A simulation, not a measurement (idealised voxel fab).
Title: Process Module voxel self aligned vias
This is section cut - it's 235 nm across, gridded in 5 nm square cells.
Notation: cross-section as square-cell grid; stated in bands, top first, going down; one or more cell rows per band.
Each band's line starts with the height of the band's top and of its bottom, in nm. Then come its materials from left to right, each with its width in nm. One material with "throughout" fills the band from edge to edge. "empty" is empty space.
Measure heights from 0. That's the level where, below it, the as-received wafer is all one material. The lowest band is bottomless and extends downward; write it as in "z 0 and below".
The notation "30->40" denotes a width that varies across the rows of cells in the band, beginning at the first number in the top row, finishing at the second number in the bottom row, and changing by an identical amount from each row to the next.
You'll sometimes find "everything unchanged" written for a step, and that's the way of saying that nowhere in the cross-section did a cell change during that step.
Empty spaces without an open route to the top, at least 8 cells in extent, make up the entry "Voids, enclosed"; each is given as width x height at distance, where the distance is measured from the left edge, and all are in nm.
The remark found on a step's line after its settings is issued by the simulator itself and pertains to that step.
overlay nm: how far to the right of its planned place the mask lay on this masked step (negative: to the left).

### The process steps that were planned are listed below
1: op RECEIVE | material Si
2: op CONFORMAL_DEP | material SiO2 | thk nm 10
3: op CONFORMAL_DEP | material SiCN | thk nm 5
4: op DIRECTIONAL_DEP | material lowk | thk nm 30
5: op DIRECTIONAL_DEP | material aC | thk nm 10
6: op PATTERN | tone open | mask id LINES | material resist | width nm 20 | pitch nm 45 | thk nm 25 | overlay nm 0
7: op DIRECTIONAL_ETCH | etch materials aC | depth nm 10
8: op STRIP | etch materials resist
9: op DIRECTIONAL_ETCH | etch materials lowk | depth nm 30
10: op STRIP | etch materials aC
11: op CONFORMAL_DEP | material TiN | thk nm 5
12: op FILL_DEP | material W | thk nm 5
13: op CMP | height nm 45
14: op SELECTIVE_ETCH | etch materials W Ru TiN | depth nm 10
15: op FILL_DEP | material SiN | thk nm 10
16: op CMP | height nm 45
17: op DIRECTIONAL_DEP | material lowk | thk nm 20
18: op MASKED_ETCH | tone open | mask id VIAS | width nm 30 | etch materials lowk | depth nm 20 | overlay nm 0
19: op MASKED_ETCH | tone open | mask id VIAS | width nm 30 | etch materials SiN | depth nm 10 | overlay nm 0
20: op CONFORMAL_DEP | material TiN | thk nm 5
21: op FILL_DEP | material Cu | thk nm 5
22: op CMP | height nm 65
23: op CONFORMAL_DEP | material SiCN | thk nm 5

### First of two wafers: run as planned

### So this is the incoming wafer in cross-section - it's already been through step 1
- z 0 and below: Si throughout
- Voids, enclosed: none

### Step 2 done - wafer cross-section
- z 10 to 0: SiO2 throughout
- Below 0, the layers are the same as they were.

### Step 3 done - wafer cross-section
- z 15 to 10: SiCN throughout
- Below 10, the layers are the same as they were.

### Step 4 done - wafer cross-section
- z 45 to 15: lowk throughout
- Below 15, the layers are the same as they were.

### Step 5 done - wafer cross-section
- z 55 to 45: aC throughout
- Below 45, the layers are the same as they were.

### Step 6 done - wafer cross-section
- z 80 to 55: 85 of resist  20 of empty  25 of resist  20 of empty  85 of resist
- Below 55, the layers are the same as they were.

### Step 7 done - wafer cross-section
- z 70 to 55: 85 of resist  20 of empty  25 of resist  20 of empty  85 of resist
- z 55 to 45: 85 of aC  20 of empty  25 of aC  20 of empty  85 of aC
- Below 45, the layers are the same as they were.

### Step 8 done - wafer cross-section
- z 55 to 45: 85 of aC  20 of empty  25 of aC  20 of empty  85 of aC
- Below 45, the layers are the same as they were.

### Step 9 done - wafer cross-section
- z 55 to 45: 85 of aC  20 of empty  25 of aC  20 of empty  85 of aC
- z 45 to 15: 85 of lowk  20 of empty  25 of lowk  20 of empty  85 of lowk
- Below 15, the layers are the same as they were.

### Step 10 done - wafer cross-section
- z 45 to 15: 85 of lowk  20 of empty  25 of lowk  20 of empty  85 of lowk
- Below 15, the layers are the same as they were.

### Step 11 done - wafer cross-section
- z 50 to 45: 90 of TiN  10 of empty  35 of TiN  10 of empty  90 of TiN
- z 45 to 20: 85 of lowk  5 of TiN  10 of empty  5 of TiN  25 of lowk  5 of TiN  10 of empty  5 of TiN  85 of lowk
- z 20 to 15: 85 of lowk  20 of TiN  25 of lowk  20 of TiN  85 of lowk
- Below 15, the layers are the same as they were.

### Step 12 done - wafer cross-section
- z 55 to 50: W throughout
- z 50 to 45: 90 of TiN  10 of W  35 of TiN  10 of W  90 of TiN
- z 45 to 20: 85 of lowk  5 of TiN  10 of W  5 of TiN  25 of lowk  5 of TiN  10 of W  5 of TiN  85 of lowk
- Below 20, the layers are the same as they were.

### Step 13 done - wafer cross-section
- z 45 to 20: 85 of lowk  5 of TiN  10 of W  5 of TiN  25 of lowk  5 of TiN  10 of W  5 of TiN  85 of lowk
- Below 20, the layers are the same as they were.

### Step 14 done - wafer cross-section
- z 45 to 35: 85 of lowk  20 of empty  25 of lowk  20 of empty  85 of lowk
- Below 35, the layers are the same as they were.

### Step 15 done - wafer cross-section
- z 55 to 45: SiN throughout
- z 45 to 35: 85 of lowk  20 of SiN  25 of lowk  20 of SiN  85 of lowk
- Below 35, the layers are the same as they were.

### Step 16 done - wafer cross-section
- z 45 to 35: 85 of lowk  20 of SiN  25 of lowk  20 of SiN  85 of lowk
- Below 35, the layers are the same as they were.

### Step 17 done - wafer cross-section
- z 65 to 45: lowk throughout
- Below 45, the layers are the same as they were.

### Step 18 done - wafer cross-section
- z 65 to 45: 80 of lowk  30 of empty  125 of lowk
- Below 45, the layers are the same as they were.

### Step 19 done - wafer cross-section
- z 65 to 45: 80 of lowk  30 of empty  125 of lowk
- z 45 to 35: 85 of lowk  20 of empty  25 of lowk  20 of SiN  85 of lowk
- Below 35, the layers are the same as they were.

### Step 20 done - wafer cross-section
- z 70 to 65: 85 of TiN  20 of empty  130 of TiN
- z 65 to 50: 80 of lowk  5 of TiN  20 of empty  5 of TiN  125 of lowk
- z 50 to 45: 80 of lowk  10 of TiN  10 of empty  10 of TiN  125 of lowk
- z 45 to 40: 85 of lowk  5 of TiN  10 of empty  5 of TiN  25 of lowk  20 of SiN  85 of lowk
- z 40 to 35: 85 of lowk  20 of TiN  25 of lowk  20 of SiN  85 of lowk
- Below 35, the layers are the same as they were.

### Step 21 done - wafer cross-section
- z 75 to 70: Cu throughout
- z 70 to 65: 85 of TiN  20 of Cu  130 of TiN
- z 65 to 50: 80 of lowk  5 of TiN  20 of Cu  5 of TiN  125 of lowk
- z 50 to 45: 80 of lowk  10 of TiN  10 of Cu  10 of TiN  125 of lowk
- z 45 to 40: 85 of lowk  5 of TiN  10 of Cu  5 of TiN  25 of lowk  20 of SiN  85 of lowk
- Below 40, the layers are the same as they were.

### Step 22 done - wafer cross-section
- z 65 to 50: 80 of lowk  5 of TiN  20 of Cu  5 of TiN  125 of lowk
- Below 50, the layers are the same as they were.

### Step 23 done - wafer cross-section
- z 70 to 65: SiCN throughout
- Below 65, the layers are the same as they were.

### The second wafer began exactly as the first did and followed the same plan, but one mistake was made while running it; through step 19 inclusive, the two wafers are identical

### Cross-section: second wafer, time at which step 20 was scheduled to end
- z 70 to 65: 85 of SiO2  20 of empty  130 of SiO2
- z 65 to 50: 80 of lowk  5 of SiO2  20 of empty  5 of SiO2  125 of lowk
- z 50 to 45: 80 of lowk  10 of SiO2  10 of empty  10 of SiO2  125 of lowk
- z 45 to 40: 85 of lowk  5 of SiO2  10 of empty  5 of SiO2  25 of lowk  20 of SiN  85 of lowk
- z 40 to 35: 85 of lowk  20 of SiO2  25 of lowk  20 of SiN  85 of lowk
- Below 35, the layers are the same as they were.

### Cross-section: second wafer, time at which step 21 was scheduled to end
- z 75 to 70: Cu throughout
- z 70 to 65: 85 of SiO2  20 of Cu  130 of SiO2
- z 65 to 50: 80 of lowk  5 of SiO2  20 of Cu  5 of SiO2  125 of lowk
- z 50 to 45: 80 of lowk  10 of SiO2  10 of Cu  10 of SiO2  125 of lowk
- z 45 to 40: 85 of lowk  5 of SiO2  10 of Cu  5 of SiO2  25 of lowk  20 of SiN  85 of lowk
- Below 40, the layers are the same as they were.

### Cross-section: second wafer, time at which step 22 was scheduled to end
- z 65 to 50: 80 of lowk  5 of SiO2  20 of Cu  5 of SiO2  125 of lowk
- Below 50, the layers are the same as they were.

### Cross-section: second wafer, time at which step 23 was scheduled to end
- z 70 to 65: SiCN throughout
- Below 65, the layers are the same as they were.
Which mistake was made when the wafer was run? note that step 20 departed from the planned setting and was carried out as op CONFORMAL_DEP | material SiO2 | thk nm 5
Per the end-of-run cell counts, the second wafer holds more or fewer of some materials than the first: SiO2 +16; TiN -16
